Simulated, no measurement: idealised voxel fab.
Name of the process module below: voxel lift off
The cross-section shown here is cut; it is 210 nm wide and divided into square cells measuring 5 nm on a side.
Reading order for cross-sections: top band down to bottom band. Underlying form: a grid of square cells. Band size: one or more rows of cells.
Read a band's entry like this: the first values are the height of its top and the height of its bottom in nm, and what follows is the sequence of materials from left to right, each with its width in nm. Note that "empty" is empty space, and that a single material marked "throughout" reaches across the band from edge to edge.
A quick word on heights: they are counted from 0, and under that level the wafer as it came to us is one material throughout. The lowest band is different from the rest in having no bottom; it simply continues downward, written as in "top 0, no bottom".
With a width like "30->40", each row of cells in the band differs from the next by the same amount, the top row carrying the first number and the bottom row the second.
Where the words "left unchanged" appear for a step, the cross-section shows no cell changed by that step; every cell remained as before.
Each empty space that has no open way to the top and spans at least 8 cells appears under "Closed internal voids" as width x height at distance, the distance counted from the left edge, all in nm.
That trailing text on a step's line, after the settings, is the simulator's own remark on the step.
overlay nm: how far to the right of its planned place the mask lay on this masked step (negative: to the left).
[Set out below are the planned steps of the process]
step 1: RECEIVE | material Si
step 2: CONFORMAL_DEP | material SiO2 | thk nm 5
step 3: PATTERN | tone open | mask id LINES | material resist | width nm 20 | pitch nm 35 | thk nm 20 | overlay nm 0
step 4: DIRECTIONAL_DEP | material Ru | thk nm 5
step 5: STRIP | etch materials resist
step 6: CONFORMAL_DEP | material SiCN | thk nm 10
[Step 1 complete: cross-section of the wafer as received]
> top 0, no bottom  Si throughout
> Closed internal voids: none
[Cross-section, end of module. Start: as above. Plan: as above. Execution: one mistake]
> top 20, bottom 15  50 empty; 110 SiCN; 50 empty
> top 15, bottom 5  SiCN throughout
> top 5, bottom 0  SiO2 throughout
> top 0, no bottom  Si throughout
> Closed internal voids: none
The mistake made against the process plan was this: step 4 was processed under conditions differing from the plan, specifically as DIRECTIONAL_DEP | material SiCN | thk nm 5
